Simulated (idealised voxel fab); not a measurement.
The following process module bears the name voxel plated lines.
Each square cell in cross-section cut measures 5 nm, and the section as a whole is 225 nm wide.
Notation: cross-section as square-cell grid; stated in bands, top first, going down; one or more cell rows per band.
For a band, the entry starts with two heights in nm, that of the top and then that of the bottom, and carries on with the band's materials in order from left to right, each alongside its width in nm; the word "throughout" beside a single material means it fills the band edge to edge, and "air" means empty space.
Basically, 0 is our baseline, since under it the wafer straight out of the box is all one material. The bottom band has no lower end and keeps on going down, so it looks like "z 0 and below".
The two numbers in a width such as "30 to 40" mark its ends across the band: the first belongs to the top row of cells, the second to the bottom row, and from each row to the next the width moves by the same amount.
Where a step carries "left unchanged", the cross-section came out of it unchanged, cell for cell.
The entry "Enclosed empty spaces" lists the empty spaces that cover at least 8 cells and have no open path to the top. Each is written as width x height at distance, where the distance is measured from the left edge and all three values are in nm.
On each step's line, the part that comes after the settings is the simulator's own comment on the step.
overlay nm: how far to the right of its planned place the mask lay on this masked step (negative: to the left).
Intended process steps:
1. RECEIVE: material Si
2. CONFORMAL_DEP: material Al2O3, thk nm 10
3. DIRECTIONAL_DEP: material TiN, thk nm 5
4. PATTERN: tone open, mask id LINES, material resist, width nm 25, pitch nm 55, thk nm 15, overlay nm 0
5. EPI: material Ru, thk nm 10
6. STRIP: etch materials resist
7. DIRECTIONAL_ETCH: etch materials TiN, depth nm 5
8. CONFORMAL_DEP: material SiO2, thk nm 10
first wafer, as planned:
Received-state cross-section, reflecting completion of step 1:
- z 0 and below = Si throughout
- Enclosed empty spaces: none
The wafer in cross-section once step 2 is complete:
- z 10 to 0 = Al2O3 throughout
- No changes below 0.
The wafer in cross-section once step 3 is complete:
- z 15 to 10 = TiN throughout
- No changes below 10.
The wafer in cross-section once step 4 is complete:
- z 30 to 15 = resist=70  air=25  resist=30  air=25  resist=75
- No changes below 15.
The wafer in cross-section once step 5 is complete:
- z 30 to 25 = resist=70  air=25  resist=30  air=25  resist=75
- z 25 to 15 = resist=70  Ru=25  resist=30  Ru=25  resist=75
- No changes below 15.
The wafer in cross-section once step 6 is complete:
- z 25 to 15 = air=70  Ru=25  air=30  Ru=25  air=75
- No changes below 15.
The wafer in cross-section once step 7 is complete:
- z 25 to 15 = air=70  Ru=25  air=30  Ru=25  air=75
- z 15 to 10 = air=70  TiN=25  air=30  TiN=25  air=75
- No changes below 10.
The wafer in cross-section once step 8 is complete:
- z 35 to 25 = air=60  SiO2=45  air=10  SiO2=45  air=65
- z 25 to 20 = air=60  SiO2=10  Ru=25  SiO2=10  air=10  SiO2=10  Ru=25  SiO2=10  air=65
- z 20 to 15 = SiO2=70  Ru=25  SiO2=30  Ru=25  SiO2=75
- z 15 to 10 = SiO2=70  TiN=25  SiO2=30  TiN=25  SiO2=75
- No changes below 10.
Wafer two: like wafer one in start and plan, but with one mistake in execution; identical up to and including step 7:
X-section, second wafer, when step 8 was due to finish:
- z 30 to 25 = air=65  SiO2=35  air=20  SiO2=35  air=70
- z 25 to 15 = air=65  SiO2=5  Ru=25  SiO2=5  air=20  SiO2=5  Ru=25  SiO2=5  air=70
- z 15 to 10 = SiO2=70  TiN=25  SiO2=30  TiN=25  SiO2=75
- No changes below 10.
Want to know what went wrong? step 8 deviated from plan and actually ran as CONFORMAL_DEP: material SiO2, thk nm 5
Cell-count delta at end, second wafer over first, by material: -57 SiO2
